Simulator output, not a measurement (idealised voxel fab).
Presented below is a process module, voxel self aligned contacts.
The width of the displayed cross-section, cut, is 220 nm; its cells are square, with a size of 5 nm.
Cross-section spec: square-cell grid; bands listed top down; each band is one or more rows. Look at the band entry: it leads with the top's height and the bottom's height in nm. Then it lists the materials left to right, with a width in nm for each. The word "throughout" on a single material says that material fills the band edge to edge. The word "air" is empty space. We count height from 0. Below that, the starting wafer is all one material. The lowest band never ends at the bottom but goes on down; see "z 0 and below" for how that is written. Think of "30->40" as a width that walks from the first number to the second as you go down the band, top row to bottom row, taking equal-sized steps from row to row. Reading "remained the same" for a step: not a cell of the cross-section changed in it. "Closed cavity list" - sealed voids, min. 8 cells, no opening to top; format: width x height at distance (distance from left edge; nm throughout). The remark found on a step's line after its settings is issued by the simulator itself and pertains to that step. You can add "overlay nm" to a step's line. For a step with a mask, it describes how far the mask lay to the right of its planned position, and a negative number describes a lay to the left.

**Set out below are the planned steps of the process**
- 1: RECEIVE [material Si]
- 2: OXIDIZE [depth nm 5]
- 3: DIRECTIONAL_DEP [material polySi] [thk nm 30]
- 4: DIRECTIONAL_DEP [material SiN] [thk nm 15]
- 5: MASKED_ETCH [tone cover] [mask id GATE] [width nm 30] [pitch nm 60] [etch materials SiN] [depth nm 15] [overlay nm 0]
- 6: MASKED_ETCH [tone cover] [mask id GATE] [width nm 30] [pitch nm 60] [etch materials polySi] [depth nm 30] [overlay nm 0]
- 7: CONFORMAL_DEP [material SiN] [thk nm 5]
- 8: DIRECTIONAL_ETCH [etch materials SiN] [depth nm 5]
- 9: FILL_DEP [material SiO2] [thk nm 15]
- 10: CMP [height nm 55]
- 11: PATTERN [tone open] [mask id CONTACT] [material resist] [width nm 40] [pitch nm 60] [thk nm 20] [overlay nm 0]
- 12: DIRECTIONAL_ETCH [etch materials SiO2] [depth nm 60]
- 13: STRIP [etch materials resist]
- 14: CONFORMAL_DEP [material TiN] [thk nm 5]
- 15: FILL_DEP [material W] [thk nm 5]
- 16: CMP [height nm 55]
- 17: CONFORMAL_DEP [material SiN] [thk nm 5]

**Cross-section: wafer on arrival = after step 1**
    z 0 and below | Si throughout
    Closed cavity list: none

**Cross-sectional view of the first of the two wafers upon completion of the module, processed in accordance with the plan**
    z 60 to 55 | SiN throughout
    z 55 to 45 | SiO2 60 nm  TiN 5->15 nm  W 30->10 nm  TiN 5->15 nm  SiO2 20 nm  TiN 5->15 nm  W 30->10 nm  TiN 5->15 nm  SiO2 60 nm
    z 45 to 30 | SiO2 30 nm  SiN 40 nm  TiN 5 nm  W 10 nm  TiN 5 nm  SiN 40 nm  TiN 5 nm  W 10 nm  TiN 5 nm  SiN 40 nm  SiO2 30 nm
    z 30 to 0 | SiO2 30 nm  SiN 5 nm  polySi 30 nm  SiN 5 nm  TiN 5 nm  W 10 nm  TiN 5 nm  SiN 5 nm  polySi 30 nm  SiN 5 nm  TiN 5 nm  W 10 nm  TiN 5 nm  SiN 5 nm  polySi 30 nm  SiN 5 nm  SiO2 30 nm
    z 0 to -5 | SiO2 70 nm  TiN 20 nm  SiO2 40 nm  TiN 20 nm  SiO2 70 nm
    z -5 and below | Si throughout
    Closed cavity list: none

**Second of two wafers, module complete, sectioned: it shares the first wafer's start and plan but was run with one mistake**
    z 60 to 55 | SiN throughout
    z 55 to 45 | SiO2 60 nm  TiN 5->20 nm  W 30->5 nm  TiN 5->15 nm  SiO2 20 nm  TiN 5->20 nm  W 30->5 nm  TiN 5->15 nm  SiO2 60 nm
    z 45 to 30 | SiO2 30 nm  SiN 45 nm  TiN 5 nm  W 5 nm  TiN 5 nm  SiN 45 nm  TiN 5 nm  W 5 nm  TiN 5 nm  SiN 45 nm  SiO2 25 nm
    z 30 to 0 | SiO2 30 nm  SiN 5 nm  polySi 35 nm  SiN 5 nm  TiN 5 nm  W 5 nm  TiN 5 nm  SiN 5 nm  polySi 35 nm  SiN 5 nm  TiN 5 nm  W 5 nm  TiN 5 nm  SiN 5 nm  polySi 35 nm  SiN 5 nm  SiO2 25 nm
    z 0 to -5 | SiO2 75 nm  TiN 15 nm  SiO2 45 nm  TiN 15 nm  SiO2 70 nm
    z -5 and below | Si throughout
    Closed cavity list: none
Here's what went sideways: in deviation from the planned setting, step 5 was conducted as MASKED_ETCH [tone cover] [mask id GATE] [width nm 35] [pitch nm 60] [etch materials SiN] [depth nm 15] [overlay nm 0]
Cell-count delta at end, second wafer over first, by material: SiN: 9 more; SiO2: 7 fewer; W: 20 fewer; polySi: 18 more
